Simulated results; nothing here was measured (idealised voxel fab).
process module | voxel capacitor over wiring
cross-section cut | 200 nm wide | cells 5 nm
A cross-section is a grid of square cells, given in bands from the top down. A band is one or more rows of cells.
Each band's line starts with the height of the band's top and of its bottom, in nm. Then come its materials from left to right, each with its width in nm. One material with "throughout" fills the band from edge to edge. "air" is empty space.
Height 0 is the level under which the wafer as received is all one material. The lowest band goes on downwards, as in "0 down".
A width such as "30 to 40" changes by the same amount from each row of cells to the next, from the band's top row to its bottom row.
"no change" after a step means that no cell of the cross-section changed.
closed voids: empty space of 8 cells or more with no open way to the top, each as width x height at its distance from the left edge, in nm
after a step's settings: what the simulator itself notes on the step
overlay nm, on a step with a mask: how far to the right of its planned place the mask lay; to the left if negative
plan
1 op RECEIVE | material Si
2 op CONFORMAL_DEP | material SiO2 | thk nm 15
3 op DIRECTIONAL_DEP | material TiN | thk nm 5
4 op DIRECTIONAL_DEP | material Ru | thk nm 15
5 op MASKED_ETCH | tone cover | mask id METAL_1 | width nm 25 | pitch nm 85 | etch materials Ru | depth nm 15 | overlay nm 0
6 op MASKED_ETCH | tone cover | mask id METAL_1 | width nm 25 | pitch nm 85 | etch materials TiN | depth nm 5 | overlay nm 0
7 op FILL_DEP | material lowk | thk nm 10
8 op CMP | height nm 30
9 op CONFORMAL_DEP | material SiCN | thk nm 5
10 op DIRECTIONAL_DEP | material lowk | thk nm 20
11 op MASKED_ETCH | tone open | mask id PLUG_1 | width nm 15 | etch materials lowk | depth nm 20 | overlay nm 0
12 op MASKED_ETCH | tone open | mask id PLUG_1 | width nm 15 | etch materials SiCN | depth nm 5 | overlay nm 0
13 op EPI | material Ru | thk nm 10
14 op EPI | material Ru | thk nm 10
15 op EPI | material Ru | thk nm 5
16 op DIRECTIONAL_DEP | material TiN | thk nm 10
17 op DIRECTIONAL_DEP | material Al2O3 | thk nm 5
18 op DIRECTIONAL_DEP | material TiN | thk nm 5
19 op PATTERN | tone cover | mask id UPPER_PLATE | material resist | width nm 65 | thk nm 15 | overlay nm 0
20 op DIRECTIONAL_ETCH | etch materials TiN | depth nm 5
21 op DIRECTIONAL_ETCH | etch materials Al2O3 | depth nm 5
22 op STRIP | etch materials resist
23 op PATTERN | tone cover | mask id LOWER_PLATE | material resist | width nm 75 | thk nm 20 | overlay nm 0
24 op DIRECTIONAL_ETCH | etch materials TiN | depth nm 10
25 op STRIP | etch materials resist
26 op FILL_DEP | material SiO2 | thk nm 15
27 op CMP | height nm 90
28 op DIRECTIONAL_DEP | material aC | thk nm 15
29 op PATTERN | tone open | mask id PLUG_2 | material resist | width nm 15 | thk nm 30 | overlay nm 0
30 op DIRECTIONAL_ETCH | etch materials aC | depth nm 15
31 op STRIP | etch materials resist
32 op DIRECTIONAL_ETCH | etch materials SiO2 | depth nm 10
33 op STRIP | etch materials aC
34 op CONFORMAL_DEP | material TiN | thk nm 5
35 op FILL_DEP | material W | thk nm 10
36 op CMP | height nm 90
37 op CONFORMAL_DEP | material SiCN | thk nm 5
varied across the wafers: height nm of step 8. The plan shows the first wafer's value. All wafers start alike
first wafer as received, after step 1
  0 down: Si throughout
  closed voids: none
each wafer at the end: cells of each material gained (+) or lost (-) since it was received, then its closed voids
height nm 30 | +13 Al2O3 | +35 Ru | +77 SiCN | +338 SiO2 | +58 TiN | +1 W | +238 lowk | closed voids: none
height nm 35 | +13 Al2O3 | +45 Ru | +77 SiCN | +298 SiO2 | +58 TiN | +1 W | +268 lowk | closed voids: none
height nm 40 | +13 Al2O3 | +30 Ru | +77 SiCN | +275 SiO2 | +57 TiN | +308 lowk | closed voids: none
height nm 45 | +13 Al2O3 | +30 Ru | +77 SiCN | +237 SiO2 | +55 TiN | +348 lowk | closed voids: none
